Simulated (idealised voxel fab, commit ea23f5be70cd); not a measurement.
A process module follows: voxel trench capacitor.
Xsec cut, 210 nm wide, square cell size 5 nm.
A cross-section in this document is a grid of square cells, and it is written down as bands, the top band listed before the ones below it; a band is made up of one or more rows of cells. Basically the band line says how high the top is and how high the bottom is, in nm, and then what's in it from left to right, every material with its width in nm. Empty space shows up as "blank", and if a single material carries "edge to edge" it runs the full band edge to edge. Below 0: as-received wafer, all one material; heights counted from there. Lowest band: no bottom, goes on down, written "0 -> down". Width "30->40": first value at the band's top row of cells, second value at its bottom row, equal change from row to row. What does "same as before" mean for a step? It means no cell of the cross-section changed in that step. "Enclosed cavity list": sealed empty spaces, 8 cells or more, no open way to top, listed width x height at distance, with distance from the left edge and width, height and distance in nm. Where a step's line continues beyond its settings, the continuation is a remark by the simulator itself on that step. overlay nm: how far to the right of its planned place the mask lay on this masked step (negative: to the left).
PLANNED STEP LIST FOR THE PROCESS
1,RECEIVE (material Si)
2,CONFORMAL_DEP (material SiN; thk nm 5)
3,MASKED_ETCH (tone open; mask id TRENCH; width nm 30; pitch nm 60; etch materials SiN; depth nm 5; overlay nm 0)
4,MASKED_ETCH (tone open; mask id TRENCH; width nm 20; pitch nm 60; etch materials Si; depth nm 30; overlay nm 0)
5,CONFORMAL_DEP (material Al2O3; thk nm 5)
6,CONFORMAL_DEP (material TiN; thk nm 5)
7,FILL_DEP (material W; thk nm 10)
8,CMP (height nm 5)
Wafer-to-wafer difference: width nm, step 4. Common start. Plan = first wafer's value.
STEP 1 COMPLETE: AS-RECEIVED CROSS-SECTION OF THE FIRST OF SEVERAL WAFERS
	0 -> down = Si edge to edge
	Enclosed cavity list: none
PER WAFER, END OF MODULE: CELLS GAINED (+) OR LOST (-) PER MATERIAL SINCE RECEIPT, THEN CLOSED VOIDS
width nm 20, +54 Al2O3, -72 Si, +24 SiN, +36 TiN, Enclosed cavity list: none
width nm 25, +54 Al2O3, -90 Si, +24 SiN, +39 TiN, +15 W, Enclosed cavity list: none
width nm 30, +54 Al2O3, -108 Si, +24 SiN, +42 TiN, +30 W, Enclosed cavity list: none
width nm 35, +54 Al2O3, -108 Si, +24 SiN, +42 TiN, +30 W, Enclosed cavity list: none
width nm 40, +54 Al2O3, -108 Si, +24 SiN, +42 TiN, +30 W, Enclosed cavity list: none
width nm 45, +54 Al2O3, -108 Si, +24 SiN, +42 TiN, +30 W, Enclosed cavity list: none
